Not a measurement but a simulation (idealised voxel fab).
A process module follows: voxel self aligned contacts.
Shown is cross-section cut, with a width of 240 nm and square cells of size 5 nm.
How to read a cross-section here: the picture is a grid of square cells, written as bands going from the top down, and any band can span one or more rows of cells. Band: top and bottom heights (nm) first, top before bottom; then materials from left to right, widths in nm. "full width" marks a sole material filling the band edge to edge. "empty" denotes empty space. Height datum 0, below which the as-received substrate wafer is one material. Lowest band open at the bottom, running downward: "0 and below". Think of "30..40" as a width that walks from the first number to the second as you go down the band, top row to bottom row, taking equal-sized steps from row to row. Step marked "no modifications"? Then no cell in the cross-section changed in it. Voids not open to the top, 8 cells minimum: see "Tabulated closed voids". Written width x height at distance; distance is from the left edge; nm. Read whatever lies past the settings on a step's line as the simulator's own remark about the step. Among the settings permitted on a step's line is "overlay nm"; applied to a step with a mask, it specifies the extent to which the mask lay to the right of its planned position, whereas a negative figure signifies a position to the left.
The following list gives the planned process steps:
1,RECEIVE (material Si)
2,OXIDIZE (depth nm 5)
3,DIRECTIONAL_DEP (material polySi; thk nm 30)
4,DIRECTIONAL_DEP (material SiN; thk nm 15)
5,MASKED_ETCH (tone cover; mask id GATE; width nm 30; pitch nm 60; etch materials SiN; depth nm 15; overlay nm 0)
6,MASKED_ETCH (tone cover; mask id GATE; width nm 30; pitch nm 60; etch materials polySi; depth nm 30; overlay nm 0)
7,CONFORMAL_DEP (material SiN; thk nm 5)
8,DIRECTIONAL_ETCH (etch materials SiN; depth nm 5)
9,FILL_DEP (material SiO2; thk nm 20)
10,CMP (height nm 55)
11,DIRECTIONAL_DEP (material aC; thk nm 15)
12,PATTERN (tone open; mask id CONTACT; material resist; width nm 40; thk nm 30; overlay nm 0)
13,DIRECTIONAL_ETCH (etch materials aC; depth nm 15)
14,STRIP (etch materials resist)
15,DIRECTIONAL_ETCH (etch materials SiO2; depth nm 60)
16,STRIP (etch materials aC)
17,CONFORMAL_DEP (material TiN; thk nm 5)
18,FILL_DEP (material Ru; thk nm 5)
19,CMP (height nm 55)
20,CONFORMAL_DEP (material SiCN; thk nm 5)
Shown in cross-section is the wafer as received, that is, as it stands after step 1:
    0 and below = Si full width
    Tabulated closed voids: none
Look at the cross-section after the module: the wafer started out the way shown above and the plan was the one shown above, yet one mistake was made along the way:
    60 down to 55 = SiCN full width
    55 down to 45 = SiO2 (100)  TiN (5..10)  Ru (30..20)  TiN (5..10)  SiO2 (100)
    45 down to 30 = SiO2 (75)  SiN (30)  TiN (5)  Ru (20)  TiN (5)  SiN (30)  SiO2 (75)
    30 down to 0 = SiO2 (75)  polySi (30)  TiN (5)  Ru (20)  TiN (5)  polySi (30)  SiO2 (75)
    0 down to -5 = SiO2 (105)  TiN (30)  SiO2 (105)
    -5 and below = Si full width
    Tabulated closed voids: none
Finding, execution versus plan: step 7 did not use the planned setting and instead ran as CONFORMAL_DEP (material SiO2; thk nm 5)
